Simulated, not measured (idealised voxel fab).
process module | voxel transistor to metal
cross-section cut | 145 nm wide | cells 5 nm
A cross-section is a grid of square cells, given in bands from the top down. A band is one or more rows of cells.
Each band's line starts with the height of the band's top and of its bottom, in nm. Then come its materials from left to right, each with its width in nm. One material with "throughout" fills the band from edge to edge. "air" is empty space.
Height 0 is the level under which the wafer as received is all one material. The lowest band goes on downwards, as in "0 down".
A width such as "30 to 40" changes by the same amount from each row of cells to the next, from the band's top row to its bottom row.
"no change" after a step means that no cell of the cross-section changed.
closed voids: empty space of 8 cells or more with no open way to the top, each as width x height at its distance from the left edge, in nm
after a step's settings: what the simulator itself notes on the step
overlay nm, on a step with a mask: how far to the right of its planned place the mask lay; to the left if negative
plan
1 op RECEIVE | material Si
2 op CONFORMAL_DEP | material SiO2 | thk nm 5
3 op CONFORMAL_DEP | material SiN | thk nm 10
4 op DIRECTIONAL_DEP | material aC | thk nm 10
5 op PATTERN | tone cover | mask id ACTIVE | material resist | width nm 105 | thk nm 25 | overlay nm 0
6 op DIRECTIONAL_ETCH | etch materials aC | depth nm 10
7 op STRIP | etch materials resist
8 op DIRECTIONAL_ETCH | etch materials SiN | depth nm 10
9 op DIRECTIONAL_ETCH | etch materials SiO2 | depth nm 5
10 op DIRECTIONAL_ETCH | etch materials Si | depth nm 25
11 op STRIP | etch materials aC
12 op FILL_DEP | material SiO2 | thk nm 15
13 op CMP | height nm 15
14 op SELECTIVE_ETCH | etch materials SiO2 | depth nm 5
15 op STRIP | etch materials SiN
16 op SELECTIVE_ETCH | etch materials SiO2 | depth nm 5
17 op OXIDIZE | depth nm 5
18 op DIRECTIONAL_DEP | material polySi | thk nm 30
19 op DIRECTIONAL_DEP | material SiCN | thk nm 10
20 op MASKED_ETCH | tone cover | mask id GATE | width nm 25 | etch materials SiCN | depth nm 20 | overlay nm 0
21 op MASKED_ETCH | tone cover | mask id GATE | width nm 25 | etch materials polySi | depth nm 40 | overlay nm 0
22 op CONFORMAL_DEP | material SiO2 | thk nm 5
23 op DIRECTIONAL_ETCH | etch materials SiO2 | depth nm 5
24 op CONFORMAL_DEP | material SiN | thk nm 10
25 op DIRECTIONAL_ETCH | etch materials SiN | depth nm 10
26 op DIRECTIONAL_ETCH | etch materials SiO2 | depth nm 5
27 op DIRECTIONAL_ETCH | etch materials Si | depth nm 5
28 op EPI | material nSi | thk nm 10
29 op FILL_DEP | material SiO2 | thk nm 10
30 op CMP | height nm 40
31 op DIRECTIONAL_DEP | material SiO2 | thk nm 15
32 op MASKED_ETCH | tone open | mask id CONTACT | width nm 15 | pitch nm 80 | etch materials SiO2 | depth nm 50 | overlay nm 0
33 op CONFORMAL_DEP | material TiN | thk nm 5
34 op FILL_DEP | material Ru | thk nm 10
35 op CMP | height nm 55
36 op CONFORMAL_DEP | material SiCN | thk nm 5
37 op DIRECTIONAL_DEP | material lowk | thk nm 25
38 op DIRECTIONAL_DEP | material aC | thk nm 15
39 op PATTERN | tone open | mask id METAL_1 | material resist | width nm 15 | pitch nm 80 | thk nm 30 | overlay nm 0
40 op DIRECTIONAL_ETCH | etch materials aC | depth nm 15
41 op STRIP | etch materials resist
42 op DIRECTIONAL_ETCH | etch materials lowk | depth nm 25
43 op DIRECTIONAL_ETCH | etch materials SiCN | depth nm 5
44 op STRIP | etch materials aC
45 op CONFORMAL_DEP | material TiN | thk nm 5
46 op FILL_DEP | material Cu | thk nm 10
47 op CMP | height nm 85
48 op CONFORMAL_DEP | material SiCN | thk nm 5
49 op DIRECTIONAL_DEP | material SiO2 | thk nm 25
50 op DIRECTIONAL_DEP | material aC | thk nm 10
51 op PATTERN | tone open | mask id METAL_2 | material resist | width nm 15 | pitch nm 80 | thk nm 30 | overlay nm 0
52 op DIRECTIONAL_ETCH | etch materials aC | depth nm 10
53 op STRIP | etch materials resist
54 op DIRECTIONAL_ETCH | etch materials SiO2 | depth nm 15
55 op STRIP | etch materials aC
56 op DIRECTIONAL_DEP | material aC | thk nm 15
57 op PATTERN | tone open | mask id METAL_2_HOLES | material resist | width nm 15 | pitch nm 80 | thk nm 30 | overlay nm 0
58 op DIRECTIONAL_ETCH | etch materials aC | depth nm 15
59 op STRIP | etch materials resist
60 op DIRECTIONAL_ETCH | etch materials SiO2 | depth nm 10
61 op DIRECTIONAL_ETCH | etch materials SiCN | depth nm 5
62 op STRIP | etch materials aC
63 op CONFORMAL_DEP | material TiN | thk nm 5
64 op FILL_DEP | material Cu | thk nm 10
65 op CMP | height nm 115
66 op CONFORMAL_DEP | material SiCN | thk nm 5
varied across the wafers: thk nm of step 66. The plan shows the first wafer's value. All wafers start alike
first wafer as received, after step 1
  0 down: Si throughout
  closed voids: none
first wafer at the end, after step 66
  120 to 115: SiCN throughout
  115 to 90: SiO2 25 | TiN 5 | Cu 5 | TiN 5 | SiO2 65 | TiN 5 | Cu 5 | TiN 5 | SiO2 25
  90 to 85: SiCN 25 | TiN 15 | SiCN 65 | TiN 15 | SiCN 25
  85 to 60: lowk 25 | TiN 5 | Cu 5 | TiN 5 | lowk 65 | TiN 5 | Cu 5 | TiN 5 | lowk 25
  60 to 55: SiCN 25 | TiN 15 | SiCN 65 | TiN 15 | SiCN 25
  55 to 40: SiO2 25 | TiN 5 | Ru 5 | TiN 5 | SiO2 65 | TiN 5 | Ru 5 | TiN 5 | SiO2 25
  40 to 30: SiO2 25 | TiN 5 | Ru 5 | TiN 5 | SiO2 5 | SiN 10 | SiO2 5 | SiCN 25 | SiO2 5 | SiN 10 | SiO2 5 | TiN 5 | Ru 5 | TiN 5 | SiO2 25
  30 to 10: SiO2 25 | TiN 5 | Ru 5 | TiN 5 | SiO2 5 | SiN 10 | SiO2 5 | polySi 25 | SiO2 5 | SiN 10 | SiO2 5 | TiN 5 | Ru 5 | TiN 5 | SiO2 25
  10 to 5: SiO2 25 | TiN 15 | SiO2 5 | SiN 10 | SiO2 5 | polySi 25 | SiO2 5 | SiN 10 | SiO2 5 | TiN 15 | SiO2 25
  5 to 0: SiO2 20 | SiN 10 | nSi 15 | SiN 10 | SiO2 5 | polySi 25 | SiO2 5 | SiN 10 | nSi 15 | SiN 10 | SiO2 20
  0 to -5: SiO2 30 | nSi 15 | SiO2 55 | nSi 15 | SiO2 30
  -5 to -10: SiO2 20 | Si 10 | nSi 15 | Si 55 | nSi 15 | Si 10 | SiO2 20
  -10 to -25: SiO2 20 | Si 105 | SiO2 20
  -25 down: Si throughout
  closed voids: none
last wafer at the end
  135 to 115: SiCN throughout
  115 to 90: SiO2 25 | TiN 5 | Cu 5 | TiN 5 | SiO2 65 | TiN 5 | Cu 5 | TiN 5 | SiO2 25
  90 to 85: SiCN 25 | TiN 15 | SiCN 65 | TiN 15 | SiCN 25
  85 to 60: lowk 25 | TiN 5 | Cu 5 | TiN 5 | lowk 65 | TiN 5 | Cu 5 | TiN 5 | lowk 25
  60 to 55: SiCN 25 | TiN 15 | SiCN 65 | TiN 15 | SiCN 25
  55 to 40: SiO2 25 | TiN 5 | Ru 5 | TiN 5 | SiO2 65 | TiN 5 | Ru 5 | TiN 5 | SiO2 25
  40 to 30: SiO2 25 | TiN 5 | Ru 5 | TiN 5 | SiO2 5 | SiN 10 | SiO2 5 | SiCN 25 | SiO2 5 | SiN 10 | SiO2 5 | TiN 5 | Ru 5 | TiN 5 | SiO2 25
  30 to 10: SiO2 25 | TiN 5 | Ru 5 | TiN 5 | SiO2 5 | SiN 10 | SiO2 5 | polySi 25 | SiO2 5 | SiN 10 | SiO2 5 | TiN 5 | Ru 5 | TiN 5 | SiO2 25
  10 to 5: SiO2 25 | TiN 15 | SiO2 5 | SiN 10 | SiO2 5 | polySi 25 | SiO2 5 | SiN 10 | SiO2 5 | TiN 15 | SiO2 25
  5 to 0: SiO2 20 | SiN 10 | nSi 15 | SiN 10 | SiO2 5 | polySi 25 | SiO2 5 | SiN 10 | nSi 15 | SiN 10 | SiO2 20
  0 to -5: SiO2 30 | nSi 15 | SiO2 55 | nSi 15 | SiO2 30
  -5 to -10: SiO2 20 | Si 10 | nSi 15 | Si 55 | nSi 15 | Si 10 | SiO2 20
  -10 to -25: SiO2 20 | Si 105 | SiO2 20
  -25 down: Si throughout
  closed voids: none
each wafer at the end: cells of each material gained (+) or lost (-) since it was received, then its closed voids
thk nm 5 | +20 Cu | +18 Ru | -67 Si | +85 SiCN | +36 SiN | +347 SiO2 | +94 TiN | +115 lowk | +18 nSi | +30 polySi | closed voids: none
thk nm 10 | +20 Cu | +18 Ru | -67 Si | +114 SiCN | +36 SiN | +347 SiO2 | +94 TiN | +115 lowk | +18 nSi | +30 polySi | closed voids: none
thk nm 15 | +20 Cu | +18 Ru | -67 Si | +143 SiCN | +36 SiN | +347 SiO2 | +94 TiN | +115 lowk | +18 nSi | +30 polySi | closed voids: none
thk nm 20 | +20 Cu | +18 Ru | -67 Si | +172 SiCN | +36 SiN | +347 SiO2 | +94 TiN | +115 lowk | +18 nSi | +30 polySi | closed voids: none
